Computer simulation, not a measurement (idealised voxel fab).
The following is a process module called voxel wiring stack.
Section cut is 300 nm wide and gridded with 5 nm square cells.
How to read a cross-section here: the picture is a grid of square cells, written as bands going from the top down, and any band can span one or more rows of cells. First you get the band's top height and its bottom height, in nm, and then the materials it's made of, left to right, with each width in nm. If you see a single material with "everywhere", that one covers the band edge to edge. "air" is empty space. We count height from 0. Below that, the starting wafer is all one material. The lowest band never ends at the bottom but goes on down; see "0 down" for how that is written. Read "30..40" as a graded width: first number on top, second number at the bottom, same change between each pair of neighbouring rows. "remains unaltered" means the step left every cell of the cross-section as it was. Closed internal voids: empty space of 8 cells or more with no open way to the top, each as width x height at its distance from the left edge, in nm. after a step's settings: what the simulator itself notes on the step. Regarding "overlay nm": on a step with a mask, it is the distance the mask lay to the right of its planned place; a negative value places it to the left.
Process steps (planned):
1. op RECEIVE | material Si
2. op CONFORMAL_DEP | material SiO2 | thk nm 15
3. op DIRECTIONAL_DEP | material TiN | thk nm 5
4. op DIRECTIONAL_DEP | material W | thk nm 25
5. op DIRECTIONAL_DEP | material aC | thk nm 15
6. op PATTERN | tone cover | mask id METAL_1 | material resist | width nm 20 | pitch nm 35 | thk nm 30 | overlay nm 0
7. op DIRECTIONAL_ETCH | etch materials aC | depth nm 15
8. op STRIP | etch materials resist
9. op DIRECTIONAL_ETCH | etch materials W | depth nm 25
10. op DIRECTIONAL_ETCH | etch materials TiN | depth nm 5
11. op STRIP | etch materials aC
12. op FILL_DEP | material SiO2 | thk nm 10
13. op CMP | height nm 45
14. op CONFORMAL_DEP | material SiCN | thk nm 5
15. op DIRECTIONAL_DEP | material lowk | thk nm 20
16. op PATTERN | tone open | mask id PLUG_1 | material resist | width nm 15 | thk nm 20 | overlay nm 0
17. op DIRECTIONAL_ETCH | etch materials lowk | depth nm 20
18. op DIRECTIONAL_ETCH | etch materials SiCN | depth nm 5
19. op STRIP | etch materials resist
20. op EPI | material Ru | thk nm 10
21. op EPI | material Ru | thk nm 10
22. op EPI | material Ru | thk nm 5
23. op DIRECTIONAL_DEP | material TiN | thk nm 5
24. op DIRECTIONAL_DEP | material W | thk nm 25
25. op DIRECTIONAL_DEP | material aC | thk nm 15
26. op PATTERN | tone cover | mask id METAL_2 | material resist | width nm 20 | pitch nm 35 | thk nm 35 | overlay nm 0
27. op DIRECTIONAL_ETCH | etch materials aC | depth nm 15
28. op STRIP | etch materials resist
29. op DIRECTIONAL_ETCH | etch materials W | depth nm 25
30. op DIRECTIONAL_ETCH | etch materials TiN | depth nm 5
31. op STRIP | etch materials aC
32. op CONFORMAL_DEP | material SiN | thk nm 5
33. op FILL_DEP | material SiO2 | thk nm 5
34. op CMP | height nm 100
35. op CONFORMAL_DEP | material SiCN | thk nm 5
36. op DIRECTIONAL_DEP | material SiO2 | thk nm 20
37. op PATTERN | tone open | mask id PLUG_2 | material resist | width nm 15 | thk nm 20 | overlay nm 0
38. op DIRECTIONAL_ETCH | etch materials SiO2 | depth nm 20
39. op DIRECTIONAL_ETCH | etch materials SiCN | depth nm 5
40. op STRIP | etch materials resist
41. op EPI | material Ru | thk nm 10
42. op EPI | material Ru | thk nm 10
43. op EPI | material Ru | thk nm 5
44. op DIRECTIONAL_DEP | material TiN | thk nm 5
45. op DIRECTIONAL_DEP | material Ru | thk nm 15
46. op MASKED_ETCH | tone cover | mask id METAL_3 | width nm 20 | pitch nm 35 | etch materials Ru | depth nm 15 | overlay nm 0
47. op MASKED_ETCH | tone cover | mask id METAL_3 | width nm 20 | pitch nm 35 | etch materials TiN | depth nm 5 | overlay nm 0
48. op CONFORMAL_DEP | material SiCN | thk nm 5
49. op FILL_DEP | material SiO2 | thk nm 5
50. op CMP | height nm 145
51. op CONFORMAL_DEP | material SiCN | thk nm 5
First of two wafers, processed according to plan:
Here's what the wafer looked like in cross-section when it arrived - that's after step 1:
> 0 down | Si everywhere
> Closed internal voids: none
Cross-section: wafer state after step 2:
> 15 to 0 | SiO2 everywhere
> Below 0 it's all the same as before, nothing changed down there.
Cross-section: wafer state after step 3:
> 20 to 15 | TiN everywhere
> Below 15 it's all the same as before, nothing changed down there.
Cross-section: wafer state after step 4:
> 45 to 20 | W everywhere
> Below 20 it's all the same as before, nothing changed down there.
Cross-section: wafer state after step 5:
> 60 to 45 | aC everywhere
> Below 45 it's all the same as before, nothing changed down there.
Cross-section: wafer state after step 6:
> 90 to 60 | 120 air | 20 resist | 15 air | 20 resist | 125 air
> Below 60 it's all the same as before, nothing changed down there.
Cross-section: wafer state after step 7:
> 75 to 60 | 120 air | 20 resist | 15 air | 20 resist | 125 air
> 60 to 45 | 120 air | 20 aC | 15 air | 20 aC | 125 air
> Below 45 it's all the same as before, nothing changed down there.
Cross-section: wafer state after step 8:
> 60 to 45 | 120 air | 20 aC | 15 air | 20 aC | 125 air
> Below 45 it's all the same as before, nothing changed down there.
Cross-section: wafer state after step 9:
> 60 to 45 | 120 air | 20 aC | 15 air | 20 aC | 125 air
> 45 to 20 | 120 air | 20 W | 15 air | 20 W | 125 air
> Below 20 it's all the same as before, nothing changed down there.
Cross-section: wafer state after step 10:
> 60 to 45 | 120 air | 20 aC | 15 air | 20 aC | 125 air
> 45 to 20 | 120 air | 20 W | 15 air | 20 W | 125 air
> 20 to 15 | 120 air | 20 TiN | 15 air | 20 TiN | 125 air
> Below 15 it's all the same as before, nothing changed down there.
Cross-section: wafer state after step 11:
> 45 to 20 | 120 air | 20 W | 15 air | 20 W | 125 air
> Below 20 it's all the same as before, nothing changed down there.
Cross-section: wafer state after step 12:
> 55 to 45 | SiO2 everywhere
> 45 to 20 | 120 SiO2 | 20 W | 15 SiO2 | 20 W | 125 SiO2
> 20 to 15 | 120 SiO2 | 20 TiN | 15 SiO2 | 20 TiN | 125 SiO2
> Below 15 it's all the same as before, nothing changed down there.
Cross-section: wafer state after step 13:
> 45 to 20 | 120 SiO2 | 20 W | 15 SiO2 | 20 W | 125 SiO2
> Below 20 it's all the same as before, nothing changed down there.
Cross-section: wafer state after step 14:
> 50 to 45 | SiCN everywhere
> Below 45 it's all the same as before, nothing changed down there.
Cross-section: wafer state after step 15:
> 70 to 50 | lowk everywhere
> Below 50 it's all the same as before, nothing changed down there.
Cross-section: wafer state after step 16:
> 90 to 70 | 120 resist | 15 air | 165 resist
> Below 70 it's all the same as before, nothing changed down there.
Cross-section: wafer state after step 17:
> 90 to 70 | 120 resist | 15 air | 165 resist
> 70 to 50 | 120 lowk | 15 air | 165 lowk
> Below 50 it's all the same as before, nothing changed down there.
Cross-section: wafer state after step 18:
> 90 to 70 | 120 resist | 15 air | 165 resist
> 70 to 50 | 120 lowk | 15 air | 165 lowk
> 50 to 45 | 120 SiCN | 15 air | 165 SiCN
> Below 45 it's all the same as before, nothing changed down there.
Cross-section: wafer state after step 19:
> 70 to 50 | 120 lowk | 15 air | 165 lowk
> Below 50 it's all the same as before, nothing changed down there.
Cross-section: wafer state after step 20:
> 70 to 55 | 120 lowk | 15 air | 165 lowk
> 55 to 50 | 120 lowk | 15 Ru | 165 lowk
> 50 to 45 | 120 SiCN | 15 Ru | 165 SiCN
> Below 45 it's all the same as before, nothing changed down there.
Cross-section: wafer state after step 21:
> 70 to 65 | 120 lowk | 15 air | 165 lowk
> 65 to 50 | 120 lowk | 15 Ru | 165 lowk
> Below 50 it's all the same as before, nothing changed down there.
Cross-section: wafer state after step 22:
> 70 to 50 | 120 lowk | 15 Ru | 165 lowk
> Below 50 it's all the same as before, nothing changed down there.
Cross-section: wafer state after step 23:
> 75 to 70 | TiN everywhere
> Below 70 it's all the same as before, nothing changed down there.
Cross-section: wafer state after step 24:
> 100 to 75 | W everywhere
> Below 75 it's all the same as before, nothing changed down there.
Cross-section: wafer state after step 25:
> 115 to 100 | aC everywhere
> Below 100 it's all the same as before, nothing changed down there.
Cross-section: wafer state after step 26:
> 150 to 115 | 120 air | 20 resist | 15 air | 20 resist | 125 air
> Below 115 it's all the same as before, nothing changed down there.
Cross-section: wafer state after step 27:
> 135 to 115 | 120 air | 20 resist | 15 air | 20 resist | 125 air
> 115 to 100 | 120 air | 20 aC | 15 air | 20 aC | 125 air
> Below 100 it's all the same as before, nothing changed down there.
Cross-section: wafer state after step 28:
> 115 to 100 | 120 air | 20 aC | 15 air | 20 aC | 125 air
> Below 100 it's all the same as before, nothing changed down there.
Cross-section: wafer state after step 29:
> 115 to 100 | 120 air | 20 aC | 15 air | 20 aC | 125 air
> 100 to 75 | 120 air | 20 W | 15 air | 20 W | 125 air
> Below 75 it's all the same as before, nothing changed down there.
Cross-section: wafer state after step 30:
> 115 to 100 | 120 air | 20 aC | 15 air | 20 aC | 125 air
> 100 to 75 | 120 air | 20 W | 15 air | 20 W | 125 air
> 75 to 70 | 120 air | 20 TiN | 15 air | 20 TiN | 125 air
> Below 70 it's all the same as before, nothing changed down there.
Cross-section: wafer state after step 31:
> 100 to 75 | 120 air | 20 W | 15 air | 20 W | 125 air
> Below 75 it's all the same as before, nothing changed down there.
Cross-section: wafer state after step 32:
> 105 to 100 | 115 air | 30 SiN | 5 air | 30 SiN | 120 air
> 100 to 75 | 115 air | 5 SiN | 20 W | 5 SiN | 5 air | 5 SiN | 20 W | 5 SiN | 120 air
> 75 to 70 | 120 SiN | 20 TiN | 15 SiN | 20 TiN | 125 SiN
> Below 70 it's all the same as before, nothing changed down there.
Cross-section: wafer state after step 33:
> 110 to 105 | SiO2 everywhere
> 105 to 100 | 115 SiO2 | 30 SiN | 5 SiO2 | 30 SiN | 120 SiO2
> 100 to 75 | 115 SiO2 | 5 SiN | 20 W | 5 SiN | 5 SiO2 | 5 SiN | 20 W | 5 SiN | 120 SiO2
> Below 75 it's all the same as before, nothing changed down there.
Cross-section: wafer state after step 34:
> 100 to 75 | 115 SiO2 | 5 SiN | 20 W | 5 SiN | 5 SiO2 | 5 SiN | 20 W | 5 SiN | 120 SiO2
> Below 75 it's all the same as before, nothing changed down there.
Cross-section: wafer state after step 35:
> 105 to 100 | SiCN everywhere
> Below 100 it's all the same as before, nothing changed down there.
Cross-section: wafer state after step 36:
> 125 to 105 | SiO2 everywhere
> Below 105 it's all the same as before, nothing changed down there.
Cross-section: wafer state after step 37:
> 145 to 125 | 120 resist | 15 air | 165 resist
> Below 125 it's all the same as before, nothing changed down there.
Cross-section: wafer state after step 38:
> 145 to 125 | 120 resist | 15 air | 165 resist
> 125 to 105 | 120 SiO2 | 15 air | 165 SiO2
> Below 105 it's all the same as before, nothing changed down there.
Cross-section: wafer state after step 39:
> 145 to 125 | 120 resist | 15 air | 165 resist
> 125 to 105 | 120 SiO2 | 15 air | 165 SiO2
> 105 to 100 | 120 SiCN | 15 air | 165 SiCN
> Below 100 it's all the same as before, nothing changed down there.
Cross-section: wafer state after step 40:
> 125 to 105 | 120 SiO2 | 15 air | 165 SiO2
> Below 105 it's all the same as before, nothing changed down there.
Cross-section: wafer state after step 41:
> 125 to 110 | 120 SiO2 | 15 air | 165 SiO2
> 110 to 105 | 120 SiO2 | 15 Ru | 165 SiO2
> 105 to 100 | 120 SiCN | 15 Ru | 165 SiCN
> Below 100 it's all the same as before, nothing changed down there.
Cross-section: wafer state after step 42:
> 125 to 120 | 120 SiO2 | 15 air | 165 SiO2
> 120 to 105 | 120 SiO2 | 15 Ru | 165 SiO2
> Below 105 it's all the same as before, nothing changed down there.
Cross-section: wafer state after step 43:
> 125 to 105 | 120 SiO2 | 15 Ru | 165 SiO2
> Below 105 it's all the same as before, nothing changed down there.
Cross-section: wafer state after step 44:
> 130 to 125 | TiN everywhere
> Below 125 it's all the same as before, nothing changed down there.
Cross-section: wafer state after step 45:
> 145 to 130 | Ru everywhere
> Below 130 it's all the same as before, nothing changed down there.
Cross-section: wafer state after step 46:
> 145 to 130 | 120 air | 20 Ru | 15 air | 20 Ru | 125 air
> Below 130 it's all the same as before, nothing changed down there.
Cross-section: wafer state after step 47:
> 145 to 130 | 120 air | 20 Ru | 15 air | 20 Ru | 125 air
> 130 to 125 | 120 air | 20 TiN | 15 air | 20 TiN | 125 air
> Below 125 it's all the same as before, nothing changed down there.
Cross-section: wafer state after step 48:
> 150 to 145 | 115 air | 30 SiCN | 5 air | 30 SiCN | 120 air
> 145 to 130 | 115 air | 5 SiCN | 20 Ru | 5 SiCN | 5 air | 5 SiCN | 20 Ru | 5 SiCN | 120 air
> 130 to 125 | 120 SiCN | 20 TiN | 15 SiCN | 20 TiN | 125 SiCN
> Below 125 it's all the same as before, nothing changed down there.
Cross-section: wafer state after step 49:
> 155 to 150 | SiO2 everywhere
> 150 to 145 | 115 SiO2 | 30 SiCN | 5 SiO2 | 30 SiCN | 120 SiO2
> 145 to 130 | 115 SiO2 | 5 SiCN | 20 Ru | 5 SiCN | 5 SiO2 | 5 SiCN | 20 Ru | 5 SiCN | 120 SiO2
> Below 130 it's all the same as before, nothing changed down there.
Cross-section: wafer state after step 50:
> 145 to 130 | 115 SiO2 | 5 SiCN | 20 Ru | 5 SiCN | 5 SiO2 | 5 SiCN | 20 Ru | 5 SiCN | 120 SiO2
> Below 130 it's all the same as before, nothing changed down there.
Cross-section: wafer state after step 51:
> 150 to 145 | SiCN everywhere
> Below 145 it's all the same as before, nothing changed down there.
The Second Wafer: Common Origin and Plan, One Mistake in Execution, Identical to the First Through Step 24:
Cross-section, second wafer, at the end time the plan gives for step 25:
> 115 to 75 | W everywhere
> Below 75 it's all the same as before, nothing changed down there.
Cross-section, second wafer, at the end time the plan gives for step 26:
> 150 to 115 | 120 air | 20 resist | 15 air | 20 resist | 125 air
> Below 115 it's all the same as before, nothing changed down there.
Cross-section, second wafer, at the end time the plan gives for step 27:
> 135 to 115 | 120 air | 20 resist | 15 air | 20 resist | 125 air
> Below 115 it's all the same as before, nothing changed down there.
Cross-section, second wafer, at the end time the plan gives for step 28:
> 115 to 75 | W everywhere
> Below 75 it's all the same as before, nothing changed down there.
Cross-section, second wafer, at the end time the plan gives for step 29:
> 90 to 75 | W everywhere
> Below 75 it's all the same as before, nothing changed down there.
Cross-section, second wafer, at the end time the plan gives for step 30: remains unaltered
Cross-section, second wafer, at the end time the plan gives for step 31: remains unaltered
Cross-section, second wafer, at the end time the plan gives for step 32:
> 95 to 90 | SiN everywhere
> Below 90 it's all the same as before, nothing changed down there.
Cross-section, second wafer, at the end time the plan gives for step 33:
> 100 to 95 | SiO2 everywhere
> Below 95 it's all the same as before, nothing changed down there.
Cross-section, second wafer, at the end time the plan gives for step 34: remains unaltered
Cross-section, second wafer, at the end time the plan gives for step 35:
> 105 to 100 | SiCN everywhere
> Below 100 it's all the same as before, nothing changed down there.
Cross-section, second wafer, at the end time the plan gives for step 36:
> 125 to 105 | SiO2 everywhere
> Below 105 it's all the same as before, nothing changed down there.
Cross-section, second wafer, at the end time the plan gives for step 37:
> 145 to 125 | 120 resist | 15 air | 165 resist
> Below 125 it's all the same as before, nothing changed down there.
Cross-section, second wafer, at the end time the plan gives for step 38:
> 145 to 125 | 120 resist | 15 air | 165 resist
> 125 to 105 | 120 SiO2 | 15 air | 165 SiO2
> Below 105 it's all the same as before, nothing changed down there.
Cross-section, second wafer, at the end time the plan gives for step 39:
> 145 to 125 | 120 resist | 15 air | 165 resist
> 125 to 105 | 120 SiO2 | 15 air | 165 SiO2
> 105 to 100 | 120 SiCN | 15 air | 165 SiCN
> Below 100 it's all the same as before, nothing changed down there.
Cross-section, second wafer, at the end time the plan gives for step 40:
> 125 to 105 | 120 SiO2 | 15 air | 165 SiO2
> Below 105 it's all the same as before, nothing changed down there.
Cross-section, second wafer, at the end time the plan gives for step 41: remains unaltered
Cross-section, second wafer, at the end time the plan gives for step 42: remains unaltered
Cross-section, second wafer, at the end time the plan gives for step 43: remains unaltered
Cross-section, second wafer, at the end time the plan gives for step 44:
> 130 to 125 | 120 TiN | 15 air | 165 TiN
> 125 to 105 | 120 SiO2 | 15 air | 165 SiO2
> 105 to 100 | 120 SiCN | 15 TiN | 165 SiCN
> Below 100 it's all the same as before, nothing changed down there.
Cross-section, second wafer, at the end time the plan gives for step 45:
> 145 to 130 | 120 Ru | 15 air | 165 Ru
> 130 to 125 | 120 TiN | 15 air | 165 TiN
> 125 to 120 | 120 SiO2 | 15 air | 165 SiO2
> 120 to 105 | 120 SiO2 | 15 Ru | 165 SiO2
> Below 105 it's all the same as before, nothing changed down there.
Cross-section, second wafer, at the end time the plan gives for step 46:
> 145 to 130 | 135 air | 5 Ru | 15 air | 20 Ru | 125 air
> Below 130 it's all the same as before, nothing changed down there.
Cross-section, second wafer, at the end time the plan gives for step 47:
> 145 to 130 | 135 air | 5 Ru | 15 air | 20 Ru | 125 air
> 130 to 125 | 135 air | 5 TiN | 15 air | 20 TiN | 125 air
> Below 125 it's all the same as before, nothing changed down there.
Cross-section, second wafer, at the end time the plan gives for step 48:
> 150 to 145 | 130 air | 15 SiCN | 5 air | 30 SiCN | 120 air
> 145 to 130 | 130 air | 5 SiCN | 5 Ru | 5 SiCN | 5 air | 5 SiCN | 20 Ru | 5 SiCN | 120 air
> 130 to 125 | 125 SiCN | 5 air | 5 SiCN | 5 TiN | 15 SiCN | 20 TiN | 125 SiCN
> 125 to 120 | 120 SiO2 | 15 SiCN | 165 SiO2
> Below 120 it's all the same as before, nothing changed down there.
Cross-section, second wafer, at the end time the plan gives for step 49:
> 155 to 150 | SiO2 everywhere
> 150 to 145 | 130 SiO2 | 15 SiCN | 5 SiO2 | 30 SiCN | 120 SiO2
> 145 to 130 | 130 SiO2 | 5 SiCN | 5 Ru | 5 SiCN | 5 SiO2 | 5 SiCN | 20 Ru | 5 SiCN | 120 SiO2
> 130 to 125 | 125 SiCN | 5 SiO2 | 5 SiCN | 5 TiN | 15 SiCN | 20 TiN | 125 SiCN
> Below 125 it's all the same as before, nothing changed down there.
Cross-section, second wafer, at the end time the plan gives for step 50:
> 145 to 130 | 130 SiO2 | 5 SiCN | 5 Ru | 5 SiCN | 5 SiO2 | 5 SiCN | 20 Ru | 5 SiCN | 120 SiO2
> Below 130 it's all the same as before, nothing changed down there.
Cross-section, second wafer, at the end time the plan gives for step 51:
> 150 to 145 | SiCN everywhere
> Below 145 it's all the same as before, nothing changed down there.
Heads up, the wafer didn't run the way we planned it: note that step 25 departed from the planned setting and was carried out as op DIRECTIONAL_DEP | material W | thk nm 15
End of process, cell counts, second wafer against first, materials with more or fewer: -15 Ru | +5 SiCN | -12 SiN | -170 SiO2 | +52 TiN | +140 W
